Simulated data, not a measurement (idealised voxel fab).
The following is a process module called voxel self aligned contacts.
The width of the displayed cross-section, cut, is 215 nm; its cells are square, with a size of 5 nm.
For the purposes of this document, a cross-section shall be understood as a grid of square cells, specified as bands listed in top-to-bottom order, each band consisting of one or more rows of cells. A band entry consists of two parts. The first gives the height of the band's top and the height of its bottom, in nm. The rest lists the band's materials from left to right, each with its width in nm. A single material labelled with the word "full width" fills the band from edge to edge, and the word "blank" marks empty space. For the purposes of this specification, 0 denotes the height below which the wafer in its as-received condition is composed wholly of one material, and the lowermost band, lacking a lower limit, extends downward without end, as expressed in "0 nm and below". Width spec "30 to 40" -> top row of cells at first value, bottom row at second value, equal per-row change in between. The designation "nothing got changed", where it is given for a processing step, indicates that no cell of the cross-section was altered in the course of that step. Reported under the label "Closed void catalog" are the empty spaces having no open way to the top and comprising 8 cells or more; the notation for each is width x height at distance, in which the distance is measured from the left edge and all three values are in nm. Anything after a step's settings on that line? It's the simulator's own note about the step. A step's line can hold "overlay nm"; with a mask on that step, the setting says how far right of the planned place the mask lay, while a negative setting says it lay to the left.

### List of planned process steps
1 RECEIVE with material Si
2 CONFORMAL_DEP with material SiO2, thk nm 5
3 DIRECTIONAL_DEP with material polySi, thk nm 20
4 DIRECTIONAL_DEP with material SiN, thk nm 25
5 MASKED_ETCH with tone cover, mask id GATE, width nm 25, pitch nm 65, etch materials SiN, depth nm 25, overlay nm 0
6 MASKED_ETCH with tone cover, mask id GATE, width nm 25, pitch nm 65, etch materials polySi, depth nm 20, overlay nm 0
7 CONFORMAL_DEP with material SiN, thk nm 10
8 DIRECTIONAL_ETCH with etch materials SiN, depth nm 10
9 FILL_DEP with material SiO2, thk nm 20
10 CMP with height nm 60
11 DIRECTIONAL_DEP with material aC, thk nm 15
12 PATTERN with tone open, mask id CONTACT, material resist, width nm 50, pitch nm 65, thk nm 35, overlay nm 0
13 DIRECTIONAL_ETCH with etch materials aC, depth nm 15
14 STRIP with etch materials resist
15 DIRECTIONAL_ETCH with etch materials SiO2, depth nm 60
16 STRIP with etch materials aC
17 CONFORMAL_DEP with material TiN, thk nm 5
18 FILL_DEP with material Ru, thk nm 5
19 CMP with height nm 60
20 CONFORMAL_DEP with material SiCN, thk nm 5

### Cross-section, incoming material, after step 1
	0 nm and below = Si full width
	Closed void catalog: none

### The first of the two wafers as seen in cross-section once the module was finished; processing followed the plan
	65 nm to 60 nm = SiCN full width
	60 nm to 50 nm = SiO2 50, then TiN 5 to 20, then Ru 40 to 10, then TiN 5 to 20, then SiO2 15, then TiN 5 to 20, then Ru 40 to 10, then TiN 5 to 20, then SiO2 50
	50 nm to 25 nm = SiO2 20, then SiN 45, then TiN 5, then Ru 10, then TiN 5, then SiN 45, then TiN 5, then Ru 10, then TiN 5, then SiN 45, then SiO2 20
	25 nm to 5 nm = SiO2 20, then SiN 10, then polySi 25, then SiN 10, then TiN 5, then Ru 10, then TiN 5, then SiN 10, then polySi 25, then SiN 10, then TiN 5, then Ru 10, then TiN 5, then SiN 10, then polySi 25, then SiN 10, then SiO2 20
	5 nm to 0 nm = SiO2 65, then TiN 20, then SiO2 45, then TiN 20, then SiO2 65
	0 nm and below = Si full width
	Closed void catalog: none

### So this is wafer number two of the two, cut at the end of the module - it started where the first did and had the same plan, we just got one thing wrong running it
	65 nm to 60 nm = SiCN full width
	60 nm to 50 nm = SiO2 50, then TiN 5, then Ru 40, then TiN 5, then SiO2 15, then TiN 5, then Ru 40, then TiN 5, then SiO2 50
	50 nm to 45 nm = SiO2 50, then TiN 20, then Ru 10, then TiN 20, then SiO2 15, then TiN 20, then Ru 10, then TiN 20, then SiO2 50
	45 nm to 20 nm = SiO2 20, then SiN 45, then TiN 5, then Ru 10, then TiN 5, then SiN 45, then TiN 5, then Ru 10, then TiN 5, then SiN 45, then SiO2 20
	20 nm to 5 nm = SiO2 20, then SiN 10, then polySi 25, then SiN 10, then TiN 5, then Ru 10, then TiN 5, then SiN 10, then polySi 25, then SiN 10, then TiN 5, then Ru 10, then TiN 5, then SiN 10, then polySi 25, then SiN 10, then SiO2 20
	5 nm to 0 nm = SiO2 20, then SiN 10, then polySi 25, then SiN 10, then TiN 20, then SiN 10, then polySi 25, then SiN 10, then TiN 20, then SiN 10, then polySi 25, then SiN 10, then SiO2 20
	0 nm and below = Si full width
	Closed void catalog: none
What was the processing mistake? plan step 2 was not performed, having been skipped
Heads up, by the end the second wafer has more or fewer cells of some materials compared to the first: 12 more of Ru, 12 fewer of SiO2
